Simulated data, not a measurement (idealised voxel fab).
This section sets out a process module, namely voxel self aligned vias.
The width of the displayed cross-section, cut, is 190 nm; its cells are square, with a size of 5 nm.
When this document writes out a cross-section, it uses a grid of square cells and lists it as bands, beginning at the top and moving down, with a band standing for one or more rows of cells. It is stipulated that each band's entry specify, in nanometres, the height of the top of the band and then that of its bottom, followed by the materials of the band in left-to-right sequence, each together with its width in nanometres. A single material marked by the word "edge to edge" is understood to fill the band from edge to edge; the word "air" is understood to denote empty space. A quick word on heights: they are counted from 0, and under that level the wafer as it came to us is one material throughout. The lowest band is different from the rest in having no bottom; it simply continues downward, written as in "from 0 down". The expression "30->40" gives the width at the extremes of the band, the first number at its top row of cells and the second at its bottom row, with the width changing by equal amounts from each row to the next in between. "no alterations made" means the step left every cell of the cross-section as it was. If an empty space has no open way to the top and is at least 8 cells in size, "Unvented cavities" lists it, written width x height at distance, where distance is measured from the left edge and every value is in nm. Read whatever lies past the settings on a step's line as the simulator's own remark about the step. The "overlay nm" setting may appear on a step's line; for a step that uses a mask, it gives how far to the right of its planned position the mask lay, and a negative value indicates the left.
[The steps planned for the process are as follows]
1,RECEIVE,material Si
2,CONFORMAL_DEP,material SiO2,thk nm 15
3,CONFORMAL_DEP,material SiCN,thk nm 5
4,DIRECTIONAL_DEP,material SiO2,thk nm 30
5,DIRECTIONAL_DEP,material aC,thk nm 10
6,PATTERN,tone open,mask id LINES,material resist,width nm 25,pitch nm 75,thk nm 30,overlay nm 0
7,DIRECTIONAL_ETCH,etch materials aC,depth nm 10
8,STRIP,etch materials resist
9,DIRECTIONAL_ETCH,etch materials SiO2,depth nm 30
10,STRIP,etch materials aC
11,CONFORMAL_DEP,material TiN,thk nm 5
12,FILL_DEP,material W,thk nm 10
13,CMP,height nm 50
14,SELECTIVE_ETCH,etch materials W Ru TiN,depth nm 5
15,FILL_DEP,material SiN,thk nm 5
16,CMP,height nm 50
17,DIRECTIONAL_DEP,material SiO2,thk nm 20
18,MASKED_ETCH,tone open,mask id VIAS,width nm 45,pitch nm 75,etch materials SiO2,depth nm 20,overlay nm 0
19,MASKED_ETCH,tone open,mask id VIAS,width nm 45,pitch nm 75,etch materials SiN,depth nm 5,overlay nm 0
20,CONFORMAL_DEP,material TiN,thk nm 5
21,FILL_DEP,material W,thk nm 5
22,CMP,height nm 70
23,CONFORMAL_DEP,material SiCN,thk nm 5
[First of two wafers - as planned]
[This is the cross-section of the wafer as we received it, i.e. after step 1]
  from 0 down = Si edge to edge
  Unvented cavities: none
[Once step 2 is through, the wafer looks like this in cross-section]
  from 15 to 0 = SiO2 edge to edge
  At heights below 0, the structure remains unaltered.
[Once step 3 is through, the wafer looks like this in cross-section]
  from 20 to 15 = SiCN edge to edge
  At heights below 15, the structure remains unaltered.
[Once step 4 is through, the wafer looks like this in cross-section]
  from 50 to 20 = SiO2 edge to edge
  At heights below 20, the structure remains unaltered.
[Once step 5 is through, the wafer looks like this in cross-section]
  from 60 to 50 = aC edge to edge
  At heights below 50, the structure remains unaltered.
[Once step 6 is through, the wafer looks like this in cross-section]
  from 90 to 60 = resist 45 / air 25 / resist 50 / air 25 / resist 45
  At heights below 60, the structure remains unaltered.
[Once step 7 is through, the wafer looks like this in cross-section]
  from 80 to 60 = resist 45 / air 25 / resist 50 / air 25 / resist 45
  from 60 to 50 = aC 45 / air 25 / aC 50 / air 25 / aC 45
  At heights below 50, the structure remains unaltered.
[Once step 8 is through, the wafer looks like this in cross-section]
  from 60 to 50 = aC 45 / air 25 / aC 50 / air 25 / aC 45
  At heights below 50, the structure remains unaltered.
[Once step 9 is through, the wafer looks like this in cross-section]
  from 60 to 50 = aC 45 / air 25 / aC 50 / air 25 / aC 45
  from 50 to 20 = SiO2 45 / air 25 / SiO2 50 / air 25 / SiO2 45
  At heights below 20, the structure remains unaltered.
[Once step 10 is through, the wafer looks like this in cross-section]
  from 50 to 20 = SiO2 45 / air 25 / SiO2 50 / air 25 / SiO2 45
  At heights below 20, the structure remains unaltered.
[Once step 11 is through, the wafer looks like this in cross-section]
  from 55 to 50 = TiN 50 / air 15 / TiN 60 / air 15 / TiN 50
  from 50 to 25 = SiO2 45 / TiN 5 / air 15 / TiN 5 / SiO2 50 / TiN 5 / air 15 / TiN 5 / SiO2 45
  from 25 to 20 = SiO2 45 / TiN 25 / SiO2 50 / TiN 25 / SiO2 45
  At heights below 20, the structure remains unaltered.
[Once step 12 is through, the wafer looks like this in cross-section]
  from 65 to 55 = W edge to edge
  from 55 to 50 = TiN 50 / W 15 / TiN 60 / W 15 / TiN 50
  from 50 to 25 = SiO2 45 / TiN 5 / W 15 / TiN 5 / SiO2 50 / TiN 5 / W 15 / TiN 5 / SiO2 45
  At heights below 25, the structure remains unaltered.
[Once step 13 is through, the wafer looks like this in cross-section]
  from 50 to 25 = SiO2 45 / TiN 5 / W 15 / TiN 5 / SiO2 50 / TiN 5 / W 15 / TiN 5 / SiO2 45
  At heights below 25, the structure remains unaltered.
[Once step 14 is through, the wafer looks like this in cross-section]
  from 50 to 45 = SiO2 45 / air 25 / SiO2 50 / air 25 / SiO2 45
  At heights below 45, the structure remains unaltered.
[Once step 15 is through, the wafer looks like this in cross-section]
  from 55 to 50 = SiN edge to edge
  from 50 to 45 = SiO2 45 / SiN 25 / SiO2 50 / SiN 25 / SiO2 45
  At heights below 45, the structure remains unaltered.
[Once step 16 is through, the wafer looks like this in cross-section]
  from 50 to 45 = SiO2 45 / SiN 25 / SiO2 50 / SiN 25 / SiO2 45
  At heights below 45, the structure remains unaltered.
[Once step 17 is through, the wafer looks like this in cross-section]
  from 70 to 50 = SiO2 edge to edge
  At heights below 50, the structure remains unaltered.
[Once step 18 is through, the wafer looks like this in cross-section]
  from 70 to 50 = SiO2 35 / air 45 / SiO2 30 / air 45 / SiO2 35
  At heights below 50, the structure remains unaltered.
[Once step 19 is through, the wafer looks like this in cross-section]
  from 70 to 50 = SiO2 35 / air 45 / SiO2 30 / air 45 / SiO2 35
  from 50 to 45 = SiO2 45 / air 25 / SiO2 50 / air 25 / SiO2 45
  At heights below 45, the structure remains unaltered.
[Once step 20 is through, the wafer looks like this in cross-section]
  from 75 to 70 = TiN 40 / air 35 / TiN 40 / air 35 / TiN 40
  from 70 to 55 = SiO2 35 / TiN 5 / air 35 / TiN 5 / SiO2 30 / TiN 5 / air 35 / TiN 5 / SiO2 35
  from 55 to 50 = SiO2 35 / TiN 15 / air 15 / TiN 15 / SiO2 30 / TiN 15 / air 15 / TiN 15 / SiO2 35
  from 50 to 45 = SiO2 45 / TiN 25 / SiO2 50 / TiN 25 / SiO2 45
  At heights below 45, the structure remains unaltered.
[Once step 21 is through, the wafer looks like this in cross-section]
  from 80 to 75 = W edge to edge
  from 75 to 70 = TiN 40 / W 35 / TiN 40 / W 35 / TiN 40
  from 70 to 55 = SiO2 35 / TiN 5 / W 35 / TiN 5 / SiO2 30 / TiN 5 / W 35 / TiN 5 / SiO2 35
  from 55 to 50 = SiO2 35 / TiN 15 / W 15 / TiN 15 / SiO2 30 / TiN 15 / W 15 / TiN 15 / SiO2 35
  At heights below 50, the structure remains unaltered.
[Once step 22 is through, the wafer looks like this in cross-section]
  from 70 to 55 = SiO2 35 / TiN 5 / W 35 / TiN 5 / SiO2 30 / TiN 5 / W 35 / TiN 5 / SiO2 35
  At heights below 55, the structure remains unaltered.
[Once step 23 is through, the wafer looks like this in cross-section]
  from 75 to 70 = SiCN edge to edge
  At heights below 70, the structure remains unaltered.
[It is to be noted that the second wafer proceeded from the same initial state and according to the same plan as the first, although one mistake was committed in its execution; through step 17, inclusive, the two wafers share an identical history]
[Second wafer profile in section, at the moment step 18 of the plan was meant to be complete]
  from 70 to 50 = air 35 / SiO2 45 / air 30 / SiO2 45 / air 35
  At heights below 50, the structure remains unaltered.
Second wafer profile in section, at the moment step 19 of the plan was meant to be complete: no alterations made
[Second wafer profile in section, at the moment step 20 of the plan was meant to be complete]
  from 75 to 70 = air 30 / TiN 55 / air 20 / TiN 55 / air 30
  from 70 to 55 = air 30 / TiN 5 / SiO2 45 / TiN 5 / air 20 / TiN 5 / SiO2 45 / TiN 5 / air 30
  from 55 to 50 = TiN 35 / SiO2 45 / TiN 30 / SiO2 45 / TiN 35
  At heights below 50, the structure remains unaltered.
[Second wafer profile in section, at the moment step 21 of the plan was meant to be complete]
  from 80 to 75 = W edge to edge
  from 75 to 70 = W 30 / TiN 55 / W 20 / TiN 55 / W 30
  from 70 to 55 = W 30 / TiN 5 / SiO2 45 / TiN 5 / W 20 / TiN 5 / SiO2 45 / TiN 5 / W 30
  At heights below 55, the structure remains unaltered.
[Second wafer profile in section, at the moment step 22 of the plan was meant to be complete]
  from 70 to 55 = W 30 / TiN 5 / SiO2 45 / TiN 5 / W 20 / TiN 5 / SiO2 45 / TiN 5 / W 30
  At heights below 55, the structure remains unaltered.
[Second wafer profile in section, at the moment step 23 of the plan was meant to be complete]
  from 75 to 70 = SiCN edge to edge
  At heights below 70, the structure remains unaltered.
What went wrong in running the wafer? step 18: run off-plan, actual operation and settings MASKED_ETCH,tone cover,mask id VIAS,width nm 45,pitch nm 75,etch materials SiO2,depth nm 20,overlay nm 0
at the end the second wafer has, in cells: SiN: 10 more; SiO2: 8 fewer; TiN: 2 fewer
